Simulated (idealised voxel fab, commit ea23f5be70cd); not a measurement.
Process module under the name voxel capacitor over wiring
Square cells of 5 nm make up the cross-section cut, whose width is 140 nm.
The cross-sections in this document take the form of a grid made of square cells. They are written out as bands, in order from top to bottom. Each band consists of one or more rows of cells. Band: top and bottom heights (nm) first, top before bottom; then materials from left to right, widths in nm. "all across" marks a sole material filling the band edge to edge. "empty" denotes empty space. It should be noted that heights are counted from 0, beneath which the wafer as supplied is of one material throughout, and that the lowest band possesses no lower boundary but continues downward, as written in "0..down". When a width is written as two numbers, as in "30 to 40", the first number is the width in the top row of cells of the band and the second is the width in its bottom row, and the width changes by the same amount from each row to the next. No cell of the cross-section changed in a step that is given as "no alteration". "Fully closed voids": sealed empty spaces, 8 cells or more, no open way to top, listed width x height at distance, with distance from the left edge and width, height and distance in nm. Formally, on a step line, whatever follows the settings is a remark that the simulator itself makes on the step. overlay nm: mask right of planned place by this much (step with mask). Neg. = left.
Here's what the planned process steps look like
step 1: RECEIVE (material Si)
step 2: CONFORMAL_DEP (material SiO2; thk nm 15)
step 3: DIRECTIONAL_DEP (material TiN; thk nm 5)
step 4: DIRECTIONAL_DEP (material W; thk nm 25)
step 5: MASKED_ETCH (tone cover; mask id METAL_1; width nm 20; pitch nm 75; etch materials W; depth nm 25; overlay nm 0)
step 6: MASKED_ETCH (tone cover; mask id METAL_1; width nm 20; pitch nm 75; etch materials TiN; depth nm 5; overlay nm 0)
step 7: FILL_DEP (material lowk; thk nm 5)
step 8: CMP (height nm 45)
step 9: CONFORMAL_DEP (material SiCN; thk nm 5)
step 10: DIRECTIONAL_DEP (material lowk; thk nm 15)
step 11: PATTERN (tone open; mask id PLUG_1; material resist; width nm 15; thk nm 20; overlay nm 0)
step 12: DIRECTIONAL_ETCH (etch materials lowk; depth nm 15)
step 13: DIRECTIONAL_ETCH (etch materials SiCN; depth nm 5)
step 14: STRIP (etch materials resist)
step 15: EPI (material Ru; thk nm 10)
step 16: EPI (material Ru; thk nm 10)
step 17: DIRECTIONAL_DEP (material TiN; thk nm 5)
step 18: DIRECTIONAL_DEP (material SiN; thk nm 5)
step 19: DIRECTIONAL_DEP (material TiN; thk nm 10)
step 20: PATTERN (tone cover; mask id UPPER_PLATE; material resist; width nm 60; thk nm 20; overlay nm 0)
step 21: DIRECTIONAL_ETCH (etch materials TiN; depth nm 10)
step 22: DIRECTIONAL_ETCH (etch materials SiN; depth nm 5)
step 23: STRIP (etch materials resist)
step 24: DIRECTIONAL_DEP (material aC; thk nm 10)
step 25: PATTERN (tone cover; mask id LOWER_PLATE; material resist; width nm 70; thk nm 30; overlay nm 0)
step 26: DIRECTIONAL_ETCH (etch materials aC; depth nm 10)
step 27: STRIP (etch materials resist)
step 28: DIRECTIONAL_ETCH (etch materials TiN; depth nm 5)
step 29: STRIP (etch materials aC)
step 30: FILL_DEP (material SiO2; thk nm 15)
step 31: CMP (height nm 95)
step 32: MASKED_ETCH (tone open; mask id PLUG_2; width nm 15; etch materials SiO2; depth nm 10; overlay nm 0)
step 33: CONFORMAL_DEP (material TiN; thk nm 5)
step 34: FILL_DEP (material Cu; thk nm 5)
step 35: CMP (height nm 95)
step 36: CONFORMAL_DEP (material SiCN; thk nm 5)
Cross-section of the wafer upon arrival, representing the state reached after step 1
  0..down  Si all across
  Fully closed voids: none
The first of two wafers, cross-sectioned at the end of the module, with the run proceeding as planned
  100..95  SiCN all across
  95..90  SiO2 35 nm / TiN 5 nm / Cu 5 nm / TiN 5 nm / SiO2 90 nm
  90..85  SiO2 35 nm / TiN 15 nm / SiO2 90 nm
  85..75  SiO2 25 nm / TiN 60 nm / SiO2 55 nm
  75..70  SiO2 25 nm / SiN 60 nm / SiO2 55 nm
  70..65  SiO2 20 nm / TiN 70 nm / SiO2 50 nm
  65..50  lowk 25 nm / Ru 15 nm / lowk 100 nm
  50..45  SiCN 25 nm / Ru 15 nm / SiCN 100 nm
  45..20  lowk 20 nm / W 20 nm / lowk 55 nm / W 20 nm / lowk 25 nm
  20..15  lowk 20 nm / TiN 20 nm / lowk 55 nm / TiN 20 nm / lowk 25 nm
  15..0  SiO2 all across
  0..down  Si all across
  Fully closed voids: none
Cross-sectional image of the second wafer of the two following completion of the module. Starting state and process plan were the same as for the first wafer; one execution error occurred
  100..95  SiCN all across
  95..90  SiO2 35 nm / TiN 50 nm / SiO2 55 nm
  90..85  SiO2 35 nm / TiN 5 nm / SiN 45 nm / SiO2 55 nm
  85..80  SiO2 20 nm / TiN 70 nm / SiO2 50 nm
  80..75  lowk 25 nm / TiN 15 nm / lowk 100 nm
  75..70  lowk 25 nm / SiN 15 nm / lowk 100 nm
  70..65  lowk 25 nm / TiN 15 nm / lowk 100 nm
  65..50  lowk all across
  50..45  SiCN all across
  45..20  lowk 20 nm / W 20 nm / lowk 55 nm / W 20 nm / lowk 25 nm
  20..15  lowk 20 nm / TiN 20 nm / lowk 55 nm / TiN 20 nm / lowk 25 nm
  15..0  SiO2 all across
  0..down  Si all across
  Fully closed voids: none
Misprocessing identified: step 10 of the plan was carried out twice
The closing comparison, in cells, has the second wafer with more or fewer of some materials than the first: -1 Cu, -12 Ru, +3 SiCN, -62 SiO2, -12 TiN, +84 lowk
